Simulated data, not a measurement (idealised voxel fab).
This is a process module. Its name is voxel trench capacitor.
FYI the section here is cut, 295 nm wide, cells are 5 nm squares.
Throughout this document, each cross-section is represented as a grid of square cells and is presented as a sequence of bands enumerated from the top downward, where a band comprises one or more rows of cells.
Heights first: top, then bottom, in nm. Then materials, left to right, each with a width in nm. "edge to edge" on a single material: fills the band edge to edge. "air": empty space.
Convention: height 0 is the level below which the wafer, as received, is all one material. The lowest band does not terminate at the bottom but continues downward, represented as "z 0 and below".
A width such as "30..40" changes by the same amount from each row of cells to the next, from the band's top row to its bottom row.
Reading "left unchanged" for a step: not a cell of the cross-section changed in it.
If an empty space has no open way to the top and is at least 8 cells in size, "Voids, enclosed" lists it, written width x height at distance, where distance is measured from the left edge and every value is in nm.
Past the settings on a step's line: simulator remark, on that step.
Regarding "overlay nm": on a step with a mask, it is the distance the mask lay to the right of its planned place; a negative value places it to the left.

[The planned process steps are enumerated hereunder]
1 op RECEIVE | material Si
2 op CONFORMAL_DEP | material SiN | thk nm 5
3 op DIRECTIONAL_DEP | material aC | thk nm 10
4 op PATTERN | tone open | mask id TRENCH | material resist | width nm 20 | pitch nm 50 | thk nm 30 | overlay nm 0
5 op DIRECTIONAL_ETCH | etch materials aC | depth nm 10
6 op STRIP | etch materials resist
7 op DIRECTIONAL_ETCH | etch materials SiN | depth nm 5
8 op DIRECTIONAL_ETCH | etch materials Si | depth nm 35
9 op STRIP | etch materials aC
10 op CONFORMAL_DEP | material SiO2 | thk nm 5
11 op FILL_DEP | material polySi | thk nm 10
12 op CMP | height nm 5

[So this is the incoming wafer in cross-section - it's already been through step 1]
	z 0 and below = Si edge to edge
	Voids, enclosed: none

[Cross-sectional result after module completion. Note: starting condition and plan are unchanged from above; one processing mistake was made]
	z 5 to 0 = SiN=60; SiO2=5; polySi=10; SiO2=5; SiN=30; SiO2=5; polySi=10; SiO2=5; SiN=30; SiO2=5; polySi=10; SiO2=5; SiN=30; SiO2=5; polySi=10; SiO2=5; SiN=65
	z 0 to -65 = Si=60; SiO2=5; polySi=10; SiO2=5; Si=30; SiO2=5; polySi=10; SiO2=5; Si=30; SiO2=5; polySi=10; SiO2=5; Si=30; SiO2=5; polySi=10; SiO2=5; Si=65
	z -65 to -70 = Si=60; SiO2=20; Si=30; SiO2=20; Si=30; SiO2=20; Si=30; SiO2=20; Si=65
	z -70 and below = Si edge to edge
	Voids, enclosed: none
Deviation from plan: yeah, plan step 8 got run twice
